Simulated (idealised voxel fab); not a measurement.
A process module follows: voxel wiring stack.
Cross-sectional view cut (width: 220 nm; square cell size: 5 nm).
In this document a cross-section is written as a grid of square cells. It is given as a series of bands, listed from the top down, and a band is one or more rows of cells.
Band: top and bottom heights (nm) first, top before bottom; then materials from left to right, widths in nm. "full width" marks a sole material filling the band edge to edge. "empty" denotes empty space.
Note: height 0 marks the level under which the wafer is uniformly one material as received. Lowest band unbounded below, written "0 -> down".
Per-row width for "30->40": begins at first number (top row of band), ends at second number (bottom row), increment between rows held constant.
Given "everything unchanged" for a step, no cell of the cross-section differs between before and after that step.
For the entry "Enclosed internal voids", the listed items are empty spaces with no open way to the top whose size is 8 cells or more; each item follows the pattern width x height at distance, where distance is from the left edge and all three are in nm.
On each step's line, the part that comes after the settings is the simulator's own comment on the step.
On any step carrying a mask, the "overlay nm" setting, if present on the step's line, tells how far right of its planned place the mask lay; negative values point to the left.

### plan
1 RECEIVE (material Si)
2 CONFORMAL_DEP (material SiO2; thk nm 10)
3 CONFORMAL_DEP (material SiN; thk nm 5)
4 DIRECTIONAL_DEP (material lowk; thk nm 25)
5 MASKED_ETCH (tone open; mask id METAL_1; width nm 25; pitch nm 45; etch materials lowk; depth nm 25; overlay nm 0)
6 MASKED_ETCH (tone open; mask id METAL_1; width nm 25; pitch nm 45; etch materials SiN; depth nm 5; overlay nm 0)
7 CONFORMAL_DEP (material TiN; thk nm 5)
8 FILL_DEP (material Cu; thk nm 10)
9 CMP (height nm 40)
10 EPI (material Ru; thk nm 5)
11 FILL_DEP (material SiCN; thk nm 5)
12 DIRECTIONAL_DEP (material SiO2; thk nm 10)
13 PATTERN (tone open; mask id PLUG_1; material resist; width nm 15; pitch nm 45; thk nm 20; overlay nm 0)
14 DIRECTIONAL_ETCH (etch materials SiO2; depth nm 10)
15 DIRECTIONAL_ETCH (etch materials SiCN; depth nm 5)
16 STRIP (etch materials resist)
17 EPI (material Ru; thk nm 10)
18 EPI (material Ru; thk nm 5)
19 DIRECTIONAL_DEP (material TiN; thk nm 5)
20 DIRECTIONAL_DEP (material W; thk nm 15)
21 PATTERN (tone cover; mask id METAL_2; material resist; width nm 25; pitch nm 45; thk nm 15; overlay nm 0)
22 DIRECTIONAL_ETCH (etch materials W; depth nm 15)
23 DIRECTIONAL_ETCH (etch materials TiN; depth nm 5)
24 STRIP (etch materials resist)
25 FILL_DEP (material lowk; thk nm 10)
26 CMP (height nm 80)
27 CONFORMAL_DEP (material SiCN; thk nm 5)
28 DIRECTIONAL_DEP (material lowk; thk nm 20)
29 PATTERN (tone open; mask id PLUG_2; material resist; width nm 15; pitch nm 45; thk nm 15; overlay nm 0)
30 DIRECTIONAL_ETCH (etch materials lowk; depth nm 20)
31 DIRECTIONAL_ETCH (etch materials SiCN; depth nm 5)
32 STRIP (etch materials resist)
33 EPI (material Ru; thk nm 10)
34 EPI (material Ru; thk nm 10)
35 EPI (material Ru; thk nm 5)
36 CONFORMAL_DEP (material SiCN; thk nm 5)
37 DIRECTIONAL_DEP (material lowk; thk nm 25)
38 MASKED_ETCH (tone open; mask id METAL_3; width nm 25; pitch nm 45; etch materials lowk; depth nm 25; overlay nm 0)
39 MASKED_ETCH (tone open; mask id METAL_3; width nm 15; pitch nm 45; etch materials SiCN; depth nm 5; overlay nm 0)
40 CONFORMAL_DEP (material TiN; thk nm 5)
41 FILL_DEP (material Ru; thk nm 10)
42 CMP (height nm 135)
43 CONFORMAL_DEP (material SiCN; thk nm 5)
44 DIRECTIONAL_DEP (material lowk; thk nm 10)
45 MASKED_ETCH (tone open; mask id PLUG_3; width nm 15; pitch nm 90; etch materials lowk; depth nm 10; overlay nm 0)
46 MASKED_ETCH (tone open; mask id PLUG_3; width nm 15; pitch nm 90; etch materials SiCN; depth nm 5; overlay nm 0)
47 EPI (material Ru; thk nm 10)
48 EPI (material Ru; thk nm 5)
49 CONFORMAL_DEP (material SiN; thk nm 5)
50 DIRECTIONAL_DEP (material SiO2; thk nm 25)
51 PATTERN (tone open; mask id METAL_4; material resist; width nm 25; pitch nm 45; thk nm 20; overlay nm 0)
52 DIRECTIONAL_ETCH (etch materials SiO2; depth nm 25)
53 DIRECTIONAL_ETCH (etch materials SiN; depth nm 5)
54 STRIP (etch materials resist)
55 CONFORMAL_DEP (material TiN; thk nm 5)
56 FILL_DEP (material Cu; thk nm 10)
57 CMP (height nm 180)
58 EPI (material Ru; thk nm 5)
59 FILL_DEP (material SiCN; thk nm 5)
varied across the wafers: width nm of step 39. The plan shows the first wafer's value. All wafers start alike

### The first of several wafers as received, shown in cross-section; this is its state after step 1
0 -> down: Si full width
Enclosed internal voids: none

### At the end of the module, after its last step, step 59, the first of several wafers appears in cross-section as follows
190 -> 185: SiCN full width
185 -> 180: SiCN=25 / Ru=35 / SiCN=10 / Ru=35 / SiCN=10 / Ru=35 / SiCN=10 / Ru=35 / SiCN=25
180 -> 155: SiO2=30 / TiN=5 / Cu=15 / TiN=5 / SiO2=20 / TiN=5 / Cu=15 / TiN=5 / SiO2=20 / TiN=5 / Cu=15 / TiN=5 / SiO2=20 / TiN=5 / Cu=15 / TiN=5 / SiO2=30
155 -> 150: SiN=30 / TiN=25 / SiN=20 / TiN=25 / SiN=20 / TiN=25 / SiN=20 / TiN=25 / SiN=30
150 -> 140: lowk=30 / Ru=15 / lowk=75 / Ru=15 / lowk=85
140 -> 135: SiCN=30 / Ru=15 / SiCN=75 / Ru=15 / SiCN=85
135 -> 115: lowk=30 / TiN=5 / Ru=15 / TiN=5 / lowk=20 / TiN=5 / Ru=15 / TiN=5 / lowk=20 / TiN=5 / Ru=15 / TiN=5 / lowk=20 / TiN=5 / Ru=15 / TiN=5 / lowk=30
115 -> 110: lowk=30 / TiN=10 / Ru=5 / TiN=10 / lowk=20 / TiN=10 / Ru=5 / TiN=10 / lowk=20 / TiN=10 / Ru=5 / TiN=10 / lowk=20 / TiN=10 / Ru=5 / TiN=10 / lowk=30
110 -> 105: SiCN=35 / TiN=15 / SiCN=30 / TiN=15 / SiCN=30 / TiN=15 / SiCN=30 / TiN=15 / SiCN=35
105 -> 85: lowk=30 / Ru=15 / lowk=30 / Ru=15 / lowk=30 / Ru=15 / lowk=30 / Ru=15 / lowk=40
85 -> 80: SiCN=30 / Ru=15 / SiCN=30 / Ru=15 / SiCN=30 / Ru=15 / SiCN=30 / Ru=15 / SiCN=40
80 -> 65: lowk=30 / W=25 / lowk=20 / W=25 / lowk=20 / W=25 / lowk=20 / W=25 / lowk=30
65 -> 60: lowk=30 / TiN=25 / lowk=20 / TiN=25 / lowk=20 / TiN=25 / lowk=20 / TiN=25 / lowk=30
60 -> 50: SiO2=30 / Ru=15 / SiO2=30 / Ru=15 / SiO2=30 / Ru=15 / SiO2=30 / Ru=15 / SiO2=40
50 -> 40: SiCN=30->25 / Ru=15->35 / SiCN=30->10 / Ru=15->35 / SiCN=30->10 / Ru=15->35 / SiCN=30->10 / Ru=15->35 / SiCN=40->25
40 -> 15: lowk=30 / TiN=5 / Cu=15 / TiN=5 / lowk=20 / TiN=5 / Cu=15 / TiN=5 / lowk=20 / TiN=5 / Cu=15 / TiN=5 / lowk=20 / TiN=5 / Cu=15 / TiN=5 / lowk=30
15 -> 10: SiN=30 / TiN=25 / SiN=20 / TiN=25 / SiN=20 / TiN=25 / SiN=20 / TiN=25 / SiN=30
10 -> 0: SiO2 full width
0 -> down: Si full width
Enclosed internal voids: none

### Of the several wafers, the last: cross-section at the end of the module
190 -> 185: SiCN full width
185 -> 180: SiCN=25 / Ru=35 / SiCN=10 / Ru=35 / SiCN=10 / Ru=35 / SiCN=10 / Ru=35 / SiCN=25
180 -> 155: SiO2=30 / TiN=5 / Cu=15 / TiN=5 / SiO2=20 / TiN=5 / Cu=15 / TiN=5 / SiO2=20 / TiN=5 / Cu=15 / TiN=5 / SiO2=20 / TiN=5 / Cu=15 / TiN=5 / SiO2=30
155 -> 150: SiN=30 / TiN=25 / SiN=20 / TiN=25 / SiN=20 / TiN=25 / SiN=20 / TiN=25 / SiN=30
150 -> 140: lowk=30 / Ru=15 / lowk=75 / Ru=15 / lowk=85
140 -> 135: SiCN=30 / Ru=15 / SiCN=75 / Ru=15 / SiCN=85
135 -> 110: lowk=30 / TiN=5 / Ru=15 / TiN=5 / lowk=20 / TiN=5 / Ru=15 / TiN=5 / lowk=20 / TiN=5 / Ru=15 / TiN=5 / lowk=20 / TiN=5 / Ru=15 / TiN=5 / lowk=30
110 -> 105: SiCN=30 / TiN=25 / SiCN=20 / TiN=25 / SiCN=20 / TiN=25 / SiCN=20 / TiN=25 / SiCN=30
105 -> 85: lowk=30 / Ru=15 / lowk=30 / Ru=15 / lowk=30 / Ru=15 / lowk=30 / Ru=15 / lowk=40
85 -> 80: SiCN=30 / Ru=15 / SiCN=30 / Ru=15 / SiCN=30 / Ru=15 / SiCN=30 / Ru=15 / SiCN=40
80 -> 65: lowk=30 / W=25 / lowk=20 / W=25 / lowk=20 / W=25 / lowk=20 / W=25 / lowk=30
65 -> 60: lowk=30 / TiN=25 / lowk=20 / TiN=25 / lowk=20 / TiN=25 / lowk=20 / TiN=25 / lowk=30
60 -> 50: SiO2=30 / Ru=15 / SiO2=30 / Ru=15 / SiO2=30 / Ru=15 / SiO2=30 / Ru=15 / SiO2=40
50 -> 40: SiCN=30->25 / Ru=15->35 / SiCN=30->10 / Ru=15->35 / SiCN=30->10 / Ru=15->35 / SiCN=30->10 / Ru=15->35 / SiCN=40->25
40 -> 15: lowk=30 / TiN=5 / Cu=15 / TiN=5 / lowk=20 / TiN=5 / Cu=15 / TiN=5 / lowk=20 / TiN=5 / Cu=15 / TiN=5 / lowk=20 / TiN=5 / Cu=15 / TiN=5 / lowk=30
15 -> 10: SiN=30 / TiN=25 / SiN=20 / TiN=25 / SiN=20 / TiN=25 / SiN=20 / TiN=25 / SiN=30
10 -> 0: SiO2 full width
0 -> down: Si full width
Enclosed internal voids: none

### End of module, by wafer: material-by-material cell gain (+) or loss (-) since receipt, then closed voids
width nm 15 | +120 Cu | +222 Ru | +210 SiCN | +48 SiN | +272 SiO2 | +200 TiN | +60 W | +540 lowk | Enclosed internal voids: none
width nm 20 | +120 Cu | +226 Ru | +206 SiCN | +48 SiN | +272 SiO2 | +200 TiN | +60 W | +540 lowk | Enclosed internal voids: none
width nm 25 | +120 Cu | +230 Ru | +202 SiCN | +48 SiN | +272 SiO2 | +200 TiN | +60 W | +540 lowk | Enclosed internal voids: none
width nm 30 | +120 Cu | +230 Ru | +202 SiCN | +48 SiN | +272 SiO2 | +200 TiN | +60 W | +540 lowk | Enclosed internal voids: none
